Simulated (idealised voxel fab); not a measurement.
Documented hereafter: the process module known as voxel capacitor over wiring.
Displayed cross-section: cut, width of 155 nm, square cells sized 5 nm.
Bands, listed from the top down, are how a cross-section gets written in this document; the cross-section itself is a grid of square cells, and a band is one or more rows of them.
This entry defines a band. It first specifies the height of the band's top and the height of its bottom in nm, and then specifies the band's materials from left to right, stating each material with its width in nm. The word "full width" identifies a single material that fills the band from edge to edge, while the word "blank" identifies empty space.
Height is counted from the level 0, under which the received wafer is composed throughout of one material. The lowest of the bands is not closed at the bottom but continues downward, in the notation "0 -> down".
The width entry "30->40" should be interpreted row by row: the top row of cells in the band takes the first number, the bottom row takes the second number, and the change between adjacent rows is uniform throughout.
The cross-section has no changed cell in any step marked "no change".
Look at "Voids lacking openings" for the closed voids: empty spaces with no open path to the top, sized 8 cells or up. Each is width x height at distance, distance from the left edge, all nm.
If you see something after the settings on a step's line, that's the simulator's own remark about that step.
Steps that use a mask can have "overlay nm" on their line. It says how far the mask sat to the right of where it was meant to be. Negative means to the left.
List of planned process steps:
- 1: RECEIVE (material Si)
- 2: CONFORMAL_DEP (material SiO2; thk nm 10)
- 3: CONFORMAL_DEP (material SiCN; thk nm 5)
- 4: DIRECTIONAL_DEP (material SiO2; thk nm 20)
- 5: DIRECTIONAL_DEP (material aC; thk nm 15)
- 6: PATTERN (tone open; mask id METAL_1; material resist; width nm 30; pitch nm 90; thk nm 35; overlay nm 0)
- 7: DIRECTIONAL_ETCH (etch materials aC; depth nm 15)
- 8: STRIP (etch materials resist)
- 9: DIRECTIONAL_ETCH (etch materials SiO2; depth nm 20)
- 10: DIRECTIONAL_ETCH (etch materials SiCN; depth nm 5)
- 11: STRIP (etch materials aC)
- 12: CONFORMAL_DEP (material TiN; thk nm 5)
- 13: FILL_DEP (material Ru; thk nm 10)
- 14: CMP (height nm 35)
- 15: CONFORMAL_DEP (material SiCN; thk nm 5)
- 16: DIRECTIONAL_DEP (material SiO2; thk nm 20)
- 17: PATTERN (tone open; mask id PLUG_1; material resist; width nm 15; thk nm 20; overlay nm 0)
- 18: DIRECTIONAL_ETCH (etch materials SiO2; depth nm 20)
- 19: DIRECTIONAL_ETCH (etch materials SiCN; depth nm 5)
- 20: STRIP (etch materials resist)
- 21: EPI (material Ru; thk nm 10)
- 22: EPI (material Ru; thk nm 10)
- 23: EPI (material Ru; thk nm 5)
- 24: DIRECTIONAL_DEP (material TiN; thk nm 10)
- 25: DIRECTIONAL_DEP (material Al2O3; thk nm 5)
- 26: DIRECTIONAL_DEP (material TiN; thk nm 10)
- 27: DIRECTIONAL_DEP (material aC; thk nm 15)
- 28: PATTERN (tone cover; mask id UPPER_PLATE; material resist; width nm 65; thk nm 30; overlay nm 0)
- 29: DIRECTIONAL_ETCH (etch materials aC; depth nm 15)
- 30: STRIP (etch materials resist)
- 31: DIRECTIONAL_ETCH (etch materials TiN; depth nm 10)
- 32: DIRECTIONAL_ETCH (etch materials Al2O3; depth nm 5)
- 33: STRIP (etch materials aC)
- 34: DIRECTIONAL_DEP (material aC; thk nm 10)
- 35: PATTERN (tone cover; mask id LOWER_PLATE; material resist; width nm 75; thk nm 30; overlay nm -10)
- 36: DIRECTIONAL_ETCH (etch materials aC; depth nm 10)
- 37: STRIP (etch materials resist)
- 38: DIRECTIONAL_ETCH (etch materials TiN; depth nm 10)
- 39: STRIP (etch materials aC)
- 40: FILL_DEP (material SiO2; thk nm 15)
- 41: CMP (height nm 95)
- 42: DIRECTIONAL_DEP (material aC; thk nm 15)
- 43: PATTERN (tone open; mask id PLUG_2; material resist; width nm 15; thk nm 35; overlay nm 0)
- 44: DIRECTIONAL_ETCH (etch materials aC; depth nm 15)
- 45: STRIP (etch materials resist)
- 46: DIRECTIONAL_ETCH (etch materials SiO2; depth nm 10)
- 47: STRIP (etch materials aC)
- 48: CONFORMAL_DEP (material TiN; thk nm 5)
- 49: FILL_DEP (material Ru; thk nm 10)
- 50: CMP (height nm 95)
- 51: CONFORMAL_DEP (material SiN; thk nm 5)
Wafer-to-wafer difference: overlay nm, step 35. Common start. Plan = first wafer's value.
Cross-section of the first of several wafers as received (after step 1):
0 -> down: Si full width
Voids lacking openings: none
First wafer of several, cross-section, module end, after step 51 (last):
100 -> 95: SiN full width
95 -> 90: SiO2: 40  TiN: 5  Ru: 5  TiN: 5  SiO2: 100
90 -> 85: SiO2: 40  TiN: 15  SiO2: 100
85 -> 75: SiO2: 30  TiN: 60  SiO2: 65
75 -> 70: SiO2: 30  Al2O3: 65  SiO2: 60
70 -> 60: SiO2: 15  TiN: 80  SiO2: 60
60 -> 40: SiO2: 30  Ru: 15  SiO2: 110
40 -> 35: SiCN: 30  Ru: 15  SiCN: 110
35 -> 15: SiO2: 15  TiN: 5  Ru: 20  TiN: 5  SiO2: 60  TiN: 5  Ru: 20  TiN: 5  SiO2: 20
15 -> 10: SiCN: 15  TiN: 30  SiCN: 60  TiN: 30  SiCN: 20
10 -> 0: SiO2 full width
0 -> down: Si full width
Voids lacking openings: none
Of the several wafers, the last: cross-section at the end of the module:
100 -> 95: SiN full width
95 -> 90: SiO2: 40  TiN: 5  Ru: 5  TiN: 5  SiO2: 100
90 -> 85: SiO2: 40  TiN: 15  SiO2: 100
85 -> 75: SiO2: 40  TiN: 55  SiO2: 60
75 -> 70: SiO2: 30  Al2O3: 65  SiO2: 60
70 -> 60: SiO2: 30  TiN: 85  SiO2: 40
60 -> 40: SiO2: 30  Ru: 15  SiO2: 110
40 -> 35: SiCN: 30  Ru: 15  SiCN: 110
35 -> 15: SiO2: 15  TiN: 5  Ru: 20  TiN: 5  SiO2: 60  TiN: 5  Ru: 20  TiN: 5  SiO2: 20
15 -> 10: SiCN: 15  TiN: 30  SiCN: 60  TiN: 30  SiCN: 20
10 -> 0: SiO2 full width
0 -> down: Si full width
Voids lacking openings: none
Note: the following table is arranged by wafer, a row apiece. Each row reports the end-of-module state: per material, cells gained (+) or cells lost (-) compared with the wafer as received; closed voids follow:
overlay nm -10 | +13 Al2O3 | +48 Ru | +47 SiCN | +31 SiN | +392 SiO2 | +89 TiN | Voids lacking openings: none
overlay nm -5 | +13 Al2O3 | +48 Ru | +47 SiCN | +31 SiN | +392 SiO2 | +89 TiN | Voids lacking openings: none
overlay nm 0 | +13 Al2O3 | +48 Ru | +47 SiCN | +31 SiN | +392 SiO2 | +89 TiN | Voids lacking openings: none
overlay nm 5 | +13 Al2O3 | +48 Ru | +47 SiCN | +31 SiN | +392 SiO2 | +89 TiN | Voids lacking openings: none
overlay nm 10 | +13 Al2O3 | +48 Ru | +47 SiCN | +31 SiN | +392 SiO2 | +89 TiN | Voids lacking openings: none
overlay nm 15 | +13 Al2O3 | +48 Ru | +47 SiCN | +31 SiN | +392 SiO2 | +89 TiN | Voids lacking openings: none
